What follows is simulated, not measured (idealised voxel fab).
The document below concerns the process module designated voxel wiring stack.
Cross-section cut spans 170 nm and uses square cells 5 nm in size.
Bands, listed from the top down, are how a cross-section gets written in this document; the cross-section itself is a grid of square cells, and a band is one or more rows of them.
Each band's line starts with the height of the band's top and of its bottom, in nm. Then come its materials from left to right, each with its width in nm. One material with "full width" fills the band from edge to edge. "air" is empty space.
Heights from 0 (as-received wafer is one material below). Bottom band endless downward, as "top 0, no bottom".
Read "30..40" as a graded width: first number on top, second number at the bottom, same change between each pair of neighbouring rows.
"no alteration", as given for a step, is the statement that not any cell of the cross-section underwent a change during that step.
Under "Fully sealed cavities" you'll find the enclosed gaps, the ones with no way out to the top, that are 8 cells or bigger; each reads width x height at distance, with distance counted from the left edge, everything in nm.
The remark found on a step's line after its settings is issued by the simulator itself and pertains to that step.
For masked steps, "overlay nm" on the step line gives how far right of plan the mask actually lay; a minus sign means it lay to the left.
[The following list gives the planned process steps]
| 1 | RECEIVE, material Si |
| 2 | CONFORMAL_DEP, material SiO2, thk nm 10 |
| 3 | DIRECTIONAL_DEP, material TiN, thk nm 5 |
| 4 | DIRECTIONAL_DEP, material Ru, thk nm 25 |
| 5 | DIRECTIONAL_DEP, material aC, thk nm 10 |
| 6 | PATTERN, tone cover, mask id METAL_1, material resist, width nm 20, pitch nm 35, thk nm 30, overlay nm 0 |
| 7 | DIRECTIONAL_ETCH, etch materials aC, depth nm 10 |
| 8 | STRIP, etch materials resist |
| 9 | DIRECTIONAL_ETCH, etch materials Ru, depth nm 25 |
| 10 | DIRECTIONAL_ETCH, etch materials TiN, depth nm 5 |
| 11 | STRIP, etch materials aC |
| 12 | CONFORMAL_DEP, material SiN, thk nm 5 |
| 13 | FILL_DEP, material lowk, thk nm 10 |
| 14 | CMP, height nm 40 |
| 15 | CONFORMAL_DEP, material SiCN, thk nm 5 |
| 16 | DIRECTIONAL_DEP, material lowk, thk nm 25 |
| 17 | DIRECTIONAL_DEP, material aC, thk nm 15 |
| 18 | PATTERN, tone open, mask id METAL_2, material resist, width nm 20, pitch nm 35, thk nm 30, overlay nm 0 |
| 19 | DIRECTIONAL_ETCH, etch materials aC, depth nm 15 |
| 20 | STRIP, etch materials resist |
| 21 | DIRECTIONAL_ETCH, etch materials lowk, depth nm 15 |
| 22 | STRIP, etch materials aC |
| 23 | DIRECTIONAL_DEP, material aC, thk nm 10 |
| 24 | PATTERN, tone open, mask id METAL_2_HOLES, material resist, width nm 15, pitch nm 35, thk nm 25, overlay nm 0 |
| 25 | DIRECTIONAL_ETCH, etch materials aC, depth nm 10 |
| 26 | STRIP, etch materials resist |
| 27 | DIRECTIONAL_ETCH, etch materials lowk, depth nm 10 |
| 28 | DIRECTIONAL_ETCH, etch materials SiCN, depth nm 5 |
| 29 | STRIP, etch materials aC |
| 30 | CONFORMAL_DEP, material TiN, thk nm 5 |
| 31 | FILL_DEP, material Ru, thk nm 5 |
| 32 | CMP, height nm 70 |
| 33 | CONFORMAL_DEP, material SiCN, thk nm 5 |
[Wafer, first of two, run as planned]
[Wafer cross-section on receipt, i.e. after step 1]
> top 0, no bottom  Si full width
> Fully sealed cavities: none
[After step 2, in cross-section]
> top 10, bottom 0  SiO2 full width
> For the remainder of the cross-section, below 0, there is no change.
[After step 3, in cross-section]
> top 15, bottom 10  TiN full width
> For the remainder of the cross-section, below 10, there is no change.
[After step 4, in cross-section]
> top 40, bottom 15  Ru full width
> For the remainder of the cross-section, below 15, there is no change.
[After step 5, in cross-section]
> top 50, bottom 40  aC full width
> For the remainder of the cross-section, below 40, there is no change.
[After step 6, in cross-section]
> top 80, bottom 50  40 nm air, then 20 nm resist, then 15 nm air, then 20 nm resist, then 15 nm air, then 20 nm resist, then 40 nm air
> For the remainder of the cross-section, below 50, there is no change.
[After step 7, in cross-section]
> top 70, bottom 50  40 nm air, then 20 nm resist, then 15 nm air, then 20 nm resist, then 15 nm air, then 20 nm resist, then 40 nm air
> top 50, bottom 40  40 nm air, then 20 nm aC, then 15 nm air, then 20 nm aC, then 15 nm air, then 20 nm aC, then 40 nm air
> For the remainder of the cross-section, below 40, there is no change.
[After step 8, in cross-section]
> top 50, bottom 40  40 nm air, then 20 nm aC, then 15 nm air, then 20 nm aC, then 15 nm air, then 20 nm aC, then 40 nm air
> For the remainder of the cross-section, below 40, there is no change.
[After step 9, in cross-section]
> top 50, bottom 40  40 nm air, then 20 nm aC, then 15 nm air, then 20 nm aC, then 15 nm air, then 20 nm aC, then 40 nm air
> top 40, bottom 15  40 nm air, then 20 nm Ru, then 15 nm air, then 20 nm Ru, then 15 nm air, then 20 nm Ru, then 40 nm air
> For the remainder of the cross-section, below 15, there is no change.
[After step 10, in cross-section]
> top 50, bottom 40  40 nm air, then 20 nm aC, then 15 nm air, then 20 nm aC, then 15 nm air, then 20 nm aC, then 40 nm air
> top 40, bottom 15  40 nm air, then 20 nm Ru, then 15 nm air, then 20 nm Ru, then 15 nm air, then 20 nm Ru, then 40 nm air
> top 15, bottom 10  40 nm air, then 20 nm TiN, then 15 nm air, then 20 nm TiN, then 15 nm air, then 20 nm TiN, then 40 nm air
> For the remainder of the cross-section, below 10, there is no change.
[After step 11, in cross-section]
> top 40, bottom 15  40 nm air, then 20 nm Ru, then 15 nm air, then 20 nm Ru, then 15 nm air, then 20 nm Ru, then 40 nm air
> For the remainder of the cross-section, below 15, there is no change.
[After step 12, in cross-section]
> top 45, bottom 40  35 nm air, then 30 nm SiN, then 5 nm air, then 30 nm SiN, then 5 nm air, then 30 nm SiN, then 35 nm air
> top 40, bottom 15  35 nm air, then 5 nm SiN, then 20 nm Ru, then 5 nm SiN, then 5 nm air, then 5 nm SiN, then 20 nm Ru, then 5 nm SiN, then 5 nm air, then 5 nm SiN, then 20 nm Ru, then 5 nm SiN, then 35 nm air
> top 15, bottom 10  40 nm SiN, then 20 nm TiN, then 15 nm SiN, then 20 nm TiN, then 15 nm SiN, then 20 nm TiN, then 40 nm SiN
> For the remainder of the cross-section, below 10, there is no change.
[After step 13, in cross-section]
> top 55, bottom 45  lowk full width
> top 45, bottom 40  35 nm lowk, then 30 nm SiN, then 5 nm lowk, then 30 nm SiN, then 5 nm lowk, then 30 nm SiN, then 35 nm lowk
> top 40, bottom 15  35 nm lowk, then 5 nm SiN, then 20 nm Ru, then 5 nm SiN, then 5 nm lowk, then 5 nm SiN, then 20 nm Ru, then 5 nm SiN, then 5 nm lowk, then 5 nm SiN, then 20 nm Ru, then 5 nm SiN, then 35 nm lowk
> For the remainder of the cross-section, below 15, there is no change.
[After step 14, in cross-section]
> top 40, bottom 15  35 nm lowk, then 5 nm SiN, then 20 nm Ru, then 5 nm SiN, then 5 nm lowk, then 5 nm SiN, then 20 nm Ru, then 5 nm SiN, then 5 nm lowk, then 5 nm SiN, then 20 nm Ru, then 5 nm SiN, then 35 nm lowk
> For the remainder of the cross-section, below 15, there is no change.
[After step 15, in cross-section]
> top 45, bottom 40  SiCN full width
> For the remainder of the cross-section, below 40, there is no change.
[After step 16, in cross-section]
> top 70, bottom 45  lowk full width
> For the remainder of the cross-section, below 45, there is no change.
[After step 17, in cross-section]
> top 85, bottom 70  aC full width
> For the remainder of the cross-section, below 70, there is no change.
[After step 18, in cross-section]
> top 115, bottom 85  40 nm resist, then 20 nm air, then 15 nm resist, then 20 nm air, then 15 nm resist, then 20 nm air, then 40 nm resist
> For the remainder of the cross-section, below 85, there is no change.
[After step 19, in cross-section]
> top 100, bottom 85  40 nm resist, then 20 nm air, then 15 nm resist, then 20 nm air, then 15 nm resist, then 20 nm air, then 40 nm resist
> top 85, bottom 70  40 nm aC, then 20 nm air, then 15 nm aC, then 20 nm air, then 15 nm aC, then 20 nm air, then 40 nm aC
> For the remainder of the cross-section, below 70, there is no change.
[After step 20, in cross-section]
> top 85, bottom 70  40 nm aC, then 20 nm air, then 15 nm aC, then 20 nm air, then 15 nm aC, then 20 nm air, then 40 nm aC
> For the remainder of the cross-section, below 70, there is no change.
[After step 21, in cross-section]
> top 85, bottom 70  40 nm aC, then 20 nm air, then 15 nm aC, then 20 nm air, then 15 nm aC, then 20 nm air, then 40 nm aC
> top 70, bottom 55  40 nm lowk, then 20 nm air, then 15 nm lowk, then 20 nm air, then 15 nm lowk, then 20 nm air, then 40 nm lowk
> For the remainder of the cross-section, below 55, there is no change.
[After step 22, in cross-section]
> top 70, bottom 55  40 nm lowk, then 20 nm air, then 15 nm lowk, then 20 nm air, then 15 nm lowk, then 20 nm air, then 40 nm lowk
> For the remainder of the cross-section, below 55, there is no change.
[After step 23, in cross-section]
> top 80, bottom 70  40 nm aC, then 20 nm air, then 15 nm aC, then 20 nm air, then 15 nm aC, then 20 nm air, then 40 nm aC
> top 70, bottom 65  40 nm lowk, then 20 nm air, then 15 nm lowk, then 20 nm air, then 15 nm lowk, then 20 nm air, then 40 nm lowk
> top 65, bottom 55  40 nm lowk, then 20 nm aC, then 15 nm lowk, then 20 nm aC, then 15 nm lowk, then 20 nm aC, then 40 nm lowk
> For the remainder of the cross-section, below 55, there is no change.
[After step 24, in cross-section]
> top 105, bottom 80  40 nm resist, then 15 nm air, then 20 nm resist, then 15 nm air, then 20 nm resist, then 15 nm air, then 45 nm resist
> top 80, bottom 70  40 nm aC, then 15 nm air, then 5 nm resist, then 15 nm aC, then 15 nm air, then 5 nm resist, then 15 nm aC, then 15 nm air, then 5 nm resist, then 40 nm aC
> top 70, bottom 65  40 nm lowk, then 15 nm air, then 5 nm resist, then 15 nm lowk, then 15 nm air, then 5 nm resist, then 15 nm lowk, then 15 nm air, then 5 nm resist, then 40 nm lowk
> For the remainder of the cross-section, below 65, there is no change.
[After step 25, in cross-section]
> top 95, bottom 80  40 nm resist, then 15 nm air, then 20 nm resist, then 15 nm air, then 20 nm resist, then 15 nm air, then 45 nm resist
> top 80, bottom 70  40 nm aC, then 15 nm air, then 5 nm resist, then 15 nm aC, then 15 nm air, then 5 nm resist, then 15 nm aC, then 15 nm air, then 5 nm resist, then 40 nm aC
> top 70, bottom 65  40 nm lowk, then 15 nm air, then 5 nm resist, then 15 nm lowk, then 15 nm air, then 5 nm resist, then 15 nm lowk, then 15 nm air, then 5 nm resist, then 40 nm lowk
> top 65, bottom 55  40 nm lowk, then 15 nm air, then 5 nm aC, then 15 nm lowk, then 15 nm air, then 5 nm aC, then 15 nm lowk, then 15 nm air, then 5 nm aC, then 40 nm lowk
> For the remainder of the cross-section, below 55, there is no change.
[After step 26, in cross-section]
> top 80, bottom 70  40 nm aC, then 20 nm air, then 15 nm aC, then 20 nm air, then 15 nm aC, then 20 nm air, then 40 nm aC
> top 70, bottom 65  40 nm lowk, then 20 nm air, then 15 nm lowk, then 20 nm air, then 15 nm lowk, then 20 nm air, then 40 nm lowk
> For the remainder of the cross-section, below 65, there is no change.
[After step 27, in cross-section]
> top 80, bottom 70  40 nm aC, then 20 nm air, then 15 nm aC, then 20 nm air, then 15 nm aC, then 20 nm air, then 40 nm aC
> top 70, bottom 65  40 nm lowk, then 20 nm air, then 15 nm lowk, then 20 nm air, then 15 nm lowk, then 20 nm air, then 40 nm lowk
> top 65, bottom 55  40 nm lowk, then 15 nm air, then 5 nm aC, then 15 nm lowk, then 15 nm air, then 5 nm aC, then 15 nm lowk, then 15 nm air, then 5 nm aC, then 40 nm lowk
> top 55, bottom 45  40 nm lowk, then 15 nm air, then 20 nm lowk, then 15 nm air, then 20 nm lowk, then 15 nm air, then 45 nm lowk
> For the remainder of the cross-section, below 45, there is no change.
[After step 28, in cross-section]
> top 80, bottom 70  40 nm aC, then 20 nm air, then 15 nm aC, then 20 nm air, then 15 nm aC, then 20 nm air, then 40 nm aC
> top 70, bottom 65  40 nm lowk, then 20 nm air, then 15 nm lowk, then 20 nm air, then 15 nm lowk, then 20 nm air, then 40 nm lowk
> top 65, bottom 55  40 nm lowk, then 15 nm air, then 5 nm aC, then 15 nm lowk, then 15 nm air, then 5 nm aC, then 15 nm lowk, then 15 nm air, then 5 nm aC, then 40 nm lowk
> top 55, bottom 45  40 nm lowk, then 15 nm air, then 20 nm lowk, then 15 nm air, then 20 nm lowk, then 15 nm air, then 45 nm lowk
> top 45, bottom 40  40 nm SiCN, then 15 nm air, then 20 nm SiCN, then 15 nm air, then 20 nm SiCN, then 15 nm air, then 45 nm SiCN
> For the remainder of the cross-section, below 40, there is no change.
[After step 29, in cross-section]
> top 70, bottom 55  40 nm lowk, then 20 nm air, then 15 nm lowk, then 20 nm air, then 15 nm lowk, then 20 nm air, then 40 nm lowk
> For the remainder of the cross-section, below 55, there is no change.
[After step 30, in cross-section]
> top 75, bottom 70  45 nm TiN, then 10 nm air, then 25 nm TiN, then 10 nm air, then 25 nm TiN, then 10 nm air, then 45 nm TiN
> top 70, bottom 60  40 nm lowk, then 5 nm TiN, then 10 nm air, then 5 nm TiN, then 15 nm lowk, then 5 nm TiN, then 10 nm air, then 5 nm TiN, then 15 nm lowk, then 5 nm TiN, then 10 nm air, then 5 nm TiN, then 40 nm lowk
> top 60, bottom 55  40 nm lowk, then 5 nm TiN, then 5 nm air, then 10 nm TiN, then 15 nm lowk, then 5 nm TiN, then 5 nm air, then 10 nm TiN, then 15 nm lowk, then 5 nm TiN, then 5 nm air, then 10 nm TiN, then 40 nm lowk
> top 55, bottom 45  40 nm lowk, then 5 nm TiN, then 5 nm air, then 5 nm TiN, then 20 nm lowk, then 5 nm TiN, then 5 nm air, then 5 nm TiN, then 20 nm lowk, then 5 nm TiN, then 5 nm air, then 5 nm TiN, then 45 nm lowk
> top 45, bottom 40  40 nm SiCN, then 15 nm TiN, then 20 nm SiCN, then 15 nm TiN, then 20 nm SiCN, then 15 nm TiN, then 45 nm SiCN
> For the remainder of the cross-section, below 40, there is no change.
[After step 31, in cross-section]
> top 80, bottom 75  Ru full width
> top 75, bottom 70  45 nm TiN, then 10 nm Ru, then 25 nm TiN, then 10 nm Ru, then 25 nm TiN, then 10 nm Ru, then 45 nm TiN
> top 70, bottom 60  40 nm lowk, then 5 nm TiN, then 10 nm Ru, then 5 nm TiN, then 15 nm lowk, then 5 nm TiN, then 10 nm Ru, then 5 nm TiN, then 15 nm lowk, then 5 nm TiN, then 10 nm Ru, then 5 nm TiN, then 40 nm lowk
> top 60, bottom 55  40 nm lowk, then 5 nm TiN, then 5 nm Ru, then 10 nm TiN, then 15 nm lowk, then 5 nm TiN, then 5 nm Ru, then 10 nm TiN, then 15 nm lowk, then 5 nm TiN, then 5 nm Ru, then 10 nm TiN, then 40 nm lowk
> top 55, bottom 45  40 nm lowk, then 5 nm TiN, then 5 nm Ru, then 5 nm TiN, then 20 nm lowk, then 5 nm TiN, then 5 nm Ru, then 5 nm TiN, then 20 nm lowk, then 5 nm TiN, then 5 nm Ru, then 5 nm TiN, then 45 nm lowk
> For the remainder of the cross-section, below 45, there is no change.
[After step 32, in cross-section]
> top 70, bottom 60  40 nm lowk, then 5 nm TiN, then 10 nm Ru, then 5 nm TiN, then 15 nm lowk, then 5 nm TiN, then 10 nm Ru, then 5 nm TiN, then 15 nm lowk, then 5 nm TiN, then 10 nm Ru, then 5 nm TiN, then 40 nm lowk
> For the remainder of the cross-section, below 60, there is no change.
[After step 33, in cross-section]
> top 75, bottom 70  SiCN full width
> For the remainder of the cross-section, below 70, there is no change.
[Second wafer - shared start and plan with the first - one error in running - same as the first up to step 5 inclusive]
[At the planned end of step 6, the second wafer in cross-section]
> top 80, bottom 50  45 nm air, then 15 nm resist, then 20 nm air, then 15 nm resist, then 20 nm air, then 15 nm resist, then 40 nm air
> For the remainder of the cross-section, below 50, there is no change.
[At the planned end of step 7, the second wafer in cross-section]
> top 70, bottom 50  45 nm air, then 15 nm resist, then 20 nm air, then 15 nm resist, then 20 nm air, then 15 nm resist, then 40 nm air
> top 50, bottom 40  45 nm air, then 15 nm aC, then 20 nm air, then 15 nm aC, then 20 nm air, then 15 nm aC, then 40 nm air
> For the remainder of the cross-section, below 40, there is no change.
[At the planned end of step 8, the second wafer in cross-section]
> top 50, bottom 40  45 nm air, then 15 nm aC, then 20 nm air, then 15 nm aC, then 20 nm air, then 15 nm aC, then 40 nm air
> For the remainder of the cross-section, below 40, there is no change.
[At the planned end of step 9, the second wafer in cross-section]
> top 50, bottom 40  45 nm air, then 15 nm aC, then 20 nm air, then 15 nm aC, then 20 nm air, then 15 nm aC, then 40 nm air
> top 40, bottom 15  45 nm air, then 15 nm Ru, then 20 nm air, then 15 nm Ru, then 20 nm air, then 15 nm Ru, then 40 nm air
> For the remainder of the cross-section, below 15, there is no change.
[At the planned end of step 10, the second wafer in cross-section]
> top 50, bottom 40  45 nm air, then 15 nm aC, then 20 nm air, then 15 nm aC, then 20 nm air, then 15 nm aC, then 40 nm air
> top 40, bottom 15  45 nm air, then 15 nm Ru, then 20 nm air, then 15 nm Ru, then 20 nm air, then 15 nm Ru, then 40 nm air
> top 15, bottom 10  45 nm air, then 15 nm TiN, then 20 nm air, then 15 nm TiN, then 20 nm air, then 15 nm TiN, then 40 nm air
> For the remainder of the cross-section, below 10, there is no change.
[At the planned end of step 11, the second wafer in cross-section]
> top 40, bottom 15  45 nm air, then 15 nm Ru, then 20 nm air, then 15 nm Ru, then 20 nm air, then 15 nm Ru, then 40 nm air
> For the remainder of the cross-section, below 15, there is no change.
[At the planned end of step 12, the second wafer in cross-section]
> top 45, bottom 40  40 nm air, then 25 nm SiN, then 10 nm air, then 25 nm SiN, then 10 nm air, then 25 nm SiN, then 35 nm air
> top 40, bottom 15  40 nm air, then 5 nm SiN, then 15 nm Ru, then 5 nm SiN, then 10 nm air, then 5 nm SiN, then 15 nm Ru, then 5 nm SiN, then 10 nm air, then 5 nm SiN, then 15 nm Ru, then 5 nm SiN, then 35 nm air
> top 15, bottom 10  45 nm SiN, then 15 nm TiN, then 20 nm SiN, then 15 nm TiN, then 20 nm SiN, then 15 nm TiN, then 40 nm SiN
> For the remainder of the cross-section, below 10, there is no change.
[At the planned end of step 13, the second wafer in cross-section]
> top 55, bottom 45  lowk full width
> top 45, bottom 40  40 nm lowk, then 25 nm SiN, then 10 nm lowk, then 25 nm SiN, then 10 nm lowk, then 25 nm SiN, then 35 nm lowk
> top 40, bottom 15  40 nm lowk, then 5 nm SiN, then 15 nm Ru, then 5 nm SiN, then 10 nm lowk, then 5 nm SiN, then 15 nm Ru, then 5 nm SiN, then 10 nm lowk, then 5 nm SiN, then 15 nm Ru, then 5 nm SiN, then 35 nm lowk
> For the remainder of the cross-section, below 15, there is no change.
[At the planned end of step 14, the second wafer in cross-section]
> top 40, bottom 15  40 nm lowk, then 5 nm SiN, then 15 nm Ru, then 5 nm SiN, then 10 nm lowk, then 5 nm SiN, then 15 nm Ru, then 5 nm SiN, then 10 nm lowk, then 5 nm SiN, then 15 nm Ru, then 5 nm SiN, then 35 nm lowk
> For the remainder of the cross-section, below 15, there is no change.
[At the planned end of step 15, the second wafer in cross-section]
> top 45, bottom 40  SiCN full width
> For the remainder of the cross-section, below 40, there is no change.
[At the planned end of step 16, the second wafer in cross-section]
> top 70, bottom 45  lowk full width
> For the remainder of the cross-section, below 45, there is no change.
[At the planned end of step 17, the second wafer in cross-section]
> top 85, bottom 70  aC full width
> For the remainder of the cross-section, below 70, there is no change.
[At the planned end of step 18, the second wafer in cross-section]
> top 115, bottom 85  40 nm resist, then 20 nm air, then 15 nm resist, then 20 nm air, then 15 nm resist, then 20 nm air, then 40 nm resist
> For the remainder of the cross-section, below 85, there is no change.
[At the planned end of step 19, the second wafer in cross-section]
> top 100, bottom 85  40 nm resist, then 20 nm air, then 15 nm resist, then 20 nm air, then 15 nm resist, then 20 nm air, then 40 nm resist
> top 85, bottom 70  40 nm aC, then 20 nm air, then 15 nm aC, then 20 nm air, then 15 nm aC, then 20 nm air, then 40 nm aC
> For the remainder of the cross-section, below 70, there is no change.
[At the planned end of step 20, the second wafer in cross-section]
> top 85, bottom 70  40 nm aC, then 20 nm air, then 15 nm aC, then 20 nm air, then 15 nm aC, then 20 nm air, then 40 nm aC
> For the remainder of the cross-section, below 70, there is no change.
[At the planned end of step 21, the second wafer in cross-section]
> top 85, bottom 70  40 nm aC, then 20 nm air, then 15 nm aC, then 20 nm air, then 15 nm aC, then 20 nm air, then 40 nm aC
> top 70, bottom 55  40 nm lowk, then 20 nm air, then 15 nm lowk, then 20 nm air, then 15 nm lowk, then 20 nm air, then 40 nm lowk
> For the remainder of the cross-section, below 55, there is no change.
[At the planned end of step 22, the second wafer in cross-section]
> top 70, bottom 55  40 nm lowk, then 20 nm air, then 15 nm lowk, then 20 nm air, then 15 nm lowk, then 20 nm air, then 40 nm lowk
> For the remainder of the cross-section, below 55, there is no change.
[At the planned end of step 23, the second wafer in cross-section]
> top 80, bottom 70  40 nm aC, then 20 nm air, then 15 nm aC, then 20 nm air, then 15 nm aC, then 20 nm air, then 40 nm aC
> top 70, bottom 65  40 nm lowk, then 20 nm air, then 15 nm lowk, then 20 nm air, then 15 nm lowk, then 20 nm air, then 40 nm lowk
> top 65, bottom 55  40 nm lowk, then 20 nm aC, then 15 nm lowk, then 20 nm aC, then 15 nm lowk, then 20 nm aC, then 40 nm lowk
> For the remainder of the cross-section, below 55, there is no change.
[At the planned end of step 24, the second wafer in cross-section]
> top 105, bottom 80  40 nm resist, then 15 nm air, then 20 nm resist, then 15 nm air, then 20 nm resist, then 15 nm air, then 45 nm resist
> top 80, bottom 70  40 nm aC, then 15 nm air, then 5 nm resist, then 15 nm aC, then 15 nm air, then 5 nm resist, then 15 nm aC, then 15 nm air, then 5 nm resist, then 40 nm aC
> top 70, bottom 65  40 nm lowk, then 15 nm air, then 5 nm resist, then 15 nm lowk, then 15 nm air, then 5 nm resist, then 15 nm lowk, then 15 nm air, then 5 nm resist, then 40 nm lowk
> For the remainder of the cross-section, below 65, there is no change.
[At the planned end of step 25, the second wafer in cross-section]
> top 95, bottom 80  40 nm resist, then 15 nm air, then 20 nm resist, then 15 nm air, then 20 nm resist, then 15 nm air, then 45 nm resist
> top 80, bottom 70  40 nm aC, then 15 nm air, then 5 nm resist, then 15 nm aC, then 15 nm air, then 5 nm resist, then 15 nm aC, then 15 nm air, then 5 nm resist, then 40 nm aC
> top 70, bottom 65  40 nm lowk, then 15 nm air, then 5 nm resist, then 15 nm lowk, then 15 nm air, then 5 nm resist, then 15 nm lowk, then 15 nm air, then 5 nm resist, then 40 nm lowk
> top 65, bottom 55  40 nm lowk, then 15 nm air, then 5 nm aC, then 15 nm lowk, then 15 nm air, then 5 nm aC, then 15 nm lowk, then 15 nm air, then 5 nm aC, then 40 nm lowk
> For the remainder of the cross-section, below 55, there is no change.
[At the planned end of step 26, the second wafer in cross-section]
> top 80, bottom 70  40 nm aC, then 20 nm air, then 15 nm aC, then 20 nm air, then 15 nm aC, then 20 nm air, then 40 nm aC
> top 70, bottom 65  40 nm lowk, then 20 nm air, then 15 nm lowk, then 20 nm air, then 15 nm lowk, then 20 nm air, then 40 nm lowk
> For the remainder of the cross-section, below 65, there is no change.
[At the planned end of step 27, the second wafer in cross-section]
> top 80, bottom 70  40 nm aC, then 20 nm air, then 15 nm aC, then 20 nm air, then 15 nm aC, then 20 nm air, then 40 nm aC
> top 70, bottom 65  40 nm lowk, then 20 nm air, then 15 nm lowk, then 20 nm air, then 15 nm lowk, then 20 nm air, then 40 nm lowk
> top 65, bottom 55  40 nm lowk, then 15 nm air, then 5 nm aC, then 15 nm lowk, then 15 nm air, then 5 nm aC, then 15 nm lowk, then 15 nm air, then 5 nm aC, then 40 nm lowk
> top 55, bottom 45  40 nm lowk, then 15 nm air, then 20 nm lowk, then 15 nm air, then 20 nm lowk, then 15 nm air, then 45 nm lowk
> For the remainder of the cross-section, below 45, there is no change.
[At the planned end of step 28, the second wafer in cross-section]
> top 80, bottom 70  40 nm aC, then 20 nm air, then 15 nm aC, then 20 nm air, then 15 nm aC, then 20 nm air, then 40 nm aC
> top 70, bottom 65  40 nm lowk, then 20 nm air, then 15 nm lowk, then 20 nm air, then 15 nm lowk, then 20 nm air, then 40 nm lowk
> top 65, bottom 55  40 nm lowk, then 15 nm air, then 5 nm aC, then 15 nm lowk, then 15 nm air, then 5 nm aC, then 15 nm lowk, then 15 nm air, then 5 nm aC, then 40 nm lowk
> top 55, bottom 45  40 nm lowk, then 15 nm air, then 20 nm lowk, then 15 nm air, then 20 nm lowk, then 15 nm air, then 45 nm lowk
> top 45, bottom 40  40 nm SiCN, then 15 nm air, then 20 nm SiCN, then 15 nm air, then 20 nm SiCN, then 15 nm air, then 45 nm SiCN
> For the remainder of the cross-section, below 40, there is no change.
[At the planned end of step 29, the second wafer in cross-section]
> top 70, bottom 55  40 nm lowk, then 20 nm air, then 15 nm lowk, then 20 nm air, then 15 nm lowk, then 20 nm air, then 40 nm lowk
> For the remainder of the cross-section, below 55, there is no change.
[At the planned end of step 30, the second wafer in cross-section]
> top 75, bottom 70  45 nm TiN, then 10 nm air, then 25 nm TiN, then 10 nm air, then 25 nm TiN, then 10 nm air, then 45 nm TiN
> top 70, bottom 60  40 nm lowk, then 5 nm TiN, then 10 nm air, then 5 nm TiN, then 15 nm lowk, then 5 nm TiN, then 10 nm air, then 5 nm TiN, then 15 nm lowk, then 5 nm TiN, then 10 nm air, then 5 nm TiN, then 40 nm lowk
> top 60, bottom 55  40 nm lowk, then 5 nm TiN, then 5 nm air, then 10 nm TiN, then 15 nm lowk, then 5 nm TiN, then 5 nm air, then 10 nm TiN, then 15 nm lowk, then 5 nm TiN, then 5 nm air, then 10 nm TiN, then 40 nm lowk
> top 55, bottom 45  40 nm lowk, then 5 nm TiN, then 5 nm air, then 5 nm TiN, then 20 nm lowk, then 5 nm TiN, then 5 nm air, then 5 nm TiN, then 20 nm lowk, then 5 nm TiN, then 5 nm air, then 5 nm TiN, then 45 nm lowk
> top 45, bottom 40  40 nm SiCN, then 15 nm TiN, then 20 nm SiCN, then 15 nm TiN, then 20 nm SiCN, then 15 nm TiN, then 45 nm SiCN
> For the remainder of the cross-section, below 40, there is no change.
[At the planned end of step 31, the second wafer in cross-section]
> top 80, bottom 75  Ru full width
> top 75, bottom 70  45 nm TiN, then 10 nm Ru, then 25 nm TiN, then 10 nm Ru, then 25 nm TiN, then 10 nm Ru, then 45 nm TiN
> top 70, bottom 60  40 nm lowk, then 5 nm TiN, then 10 nm Ru, then 5 nm TiN, then 15 nm lowk, then 5 nm TiN, then 10 nm Ru, then 5 nm TiN, then 15 nm lowk, then 5 nm TiN, then 10 nm Ru, then 5 nm TiN, then 40 nm lowk
> top 60, bottom 55  40 nm lowk, then 5 nm TiN, then 5 nm Ru, then 10 nm TiN, then 15 nm lowk, then 5 nm TiN, then 5 nm Ru, then 10 nm TiN, then 15 nm lowk, then 5 nm TiN, then 5 nm Ru, then 10 nm TiN, then 40 nm lowk
> top 55, bottom 45  40 nm lowk, then 5 nm TiN, then 5 nm Ru, then 5 nm TiN, then 20 nm lowk, then 5 nm TiN, then 5 nm Ru, then 5 nm TiN, then 20 nm lowk, then 5 nm TiN, then 5 nm Ru, then 5 nm TiN, then 45 nm lowk
> For the remainder of the cross-section, below 45, there is no change.
[At the planned end of step 32, the second wafer in cross-section]
> top 70, bottom 60  40 nm lowk, then 5 nm TiN, then 10 nm Ru, then 5 nm TiN, then 15 nm lowk, then 5 nm TiN, then 10 nm Ru, then 5 nm TiN, then 15 nm lowk, then 5 nm TiN, then 10 nm Ru, then 5 nm TiN, then 40 nm lowk
> For the remainder of the cross-section, below 60, there is no change.
[At the planned end of step 33, the second wafer in cross-section]
> top 75, bottom 70  SiCN full width
> For the remainder of the cross-section, below 70, there is no change.
Nonconformance to the process plan: step 6 ran differently from the plan; actual operation with settings: PATTERN, tone cover, mask id METAL_1, material resist, width nm 15, pitch nm 35, thk nm 30, overlay nm 0
End check, counted in cells, second wafer has more or fewer of these materials than the first: Ru -15, SiN +3, TiN -3, lowk +15
